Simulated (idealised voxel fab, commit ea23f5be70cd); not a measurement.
process module | voxel trench capacitor
cross-section cut | 215 nm wide | cells 5 nm
A cross-section is a grid of square cells, given in bands from the top down. A band is one or more rows of cells.
Each band's line starts with the height of the band's top and of its bottom, in nm. Then come its materials from left to right, each with its width in nm. One material with "throughout" fills the band from edge to edge. "air" is empty space.
Height 0 is the level under which the wafer as received is all one material. The lowest band goes on downwards, as in "0 down".
A width such as "30 to 40" changes by the same amount from each row of cells to the next, from the band's top row to its bottom row.
"no change" after a step means that no cell of the cross-section changed.
closed voids: empty space of 8 cells or more with no open way to the top, each as width x height at its distance from the left edge, in nm
after a step's settings: what the simulator itself notes on the step
overlay nm, on a step with a mask: how far to the right of its planned place the mask lay; to the left if negative
plan
1 op RECEIVE | material Si
2 op CONFORMAL_DEP | material SiN | thk nm 10
3 op MASKED_ETCH | tone open | mask id TRENCH | width nm 30 | pitch nm 45 | etch materials SiN | depth nm 10 | overlay nm 0
4 op MASKED_ETCH | tone open | mask id TRENCH | width nm 20 | pitch nm 45 | etch materials Si | depth nm 25 | overlay nm 0
5 op CONFORMAL_DEP | material Al2O3 | thk nm 5
6 op CONFORMAL_DEP | material TiN | thk nm 5
7 op FILL_DEP | material W | thk nm 5
8 op CMP | height nm 10
varied across the wafers: width nm of step 4. The plan shows the first wafer's value. All wafers start alike
first wafer as received, after step 1
  0 down: Si throughout
  closed voids: none
first wafer at the end, after step 8
  10 to 0: SiN 45 | Al2O3 5 to 10 | TiN 20 to 10 | Al2O3 5 to 10 | SiN 15 | Al2O3 5 to 10 | TiN 20 to 10 | Al2O3 5 to 10 | SiN 15 | Al2O3 5 to 10 | TiN 20 to 10 | Al2O3 5 to 10 | SiN 50
  0 to -20: Si 50 | Al2O3 5 | TiN 10 | Al2O3 5 | Si 25 | Al2O3 5 | TiN 10 | Al2O3 5 | Si 25 | Al2O3 5 | TiN 10 | Al2O3 5 | Si 55
  -20 to -25: Si 50 | Al2O3 20 | Si 25 | Al2O3 20 | Si 25 | Al2O3 20 | Si 55
  -25 down: Si throughout
  closed voids: none
last wafer at the end
  10 to 0: SiN 45 | Al2O3 5 | TiN 5 | W 10 | TiN 5 | Al2O3 5 | SiN 15 | Al2O3 5 | TiN 5 | W 10 | TiN 5 | Al2O3 5 | SiN 15 | Al2O3 5 | TiN 5 | W 10 | TiN 5 | Al2O3 5 | SiN 50
  0 to -15: Si 45 | Al2O3 5 | TiN 5 | W 10 | TiN 5 | Al2O3 5 | Si 15 | Al2O3 5 | TiN 5 | W 10 | TiN 5 | Al2O3 5 | Si 15 | Al2O3 5 | TiN 5 | W 10 | TiN 5 | Al2O3 5 | Si 50
  -15 to -20: Si 45 | Al2O3 5 | TiN 20 | Al2O3 5 | Si 15 | Al2O3 5 | TiN 20 | Al2O3 5 | Si 15 | Al2O3 5 | TiN 20 | Al2O3 5 | Si 50
  -20 to -25: Si 45 | Al2O3 30 | Si 15 | Al2O3 30 | Si 15 | Al2O3 30 | Si 50
  -25 down: Si throughout
  closed voids: none
each wafer at the end: cells of each material gained (+) or lost (-) since it was received, then its closed voids
width nm 20 | +54 Al2O3 | -60 Si | +50 SiN | +42 TiN | closed voids: none
width nm 25 | +54 Al2O3 | -75 Si | +50 SiN | +42 TiN | +15 W | closed voids: none
width nm 30 | +54 Al2O3 | -90 Si | +50 SiN | +42 TiN | +30 W | closed voids: none
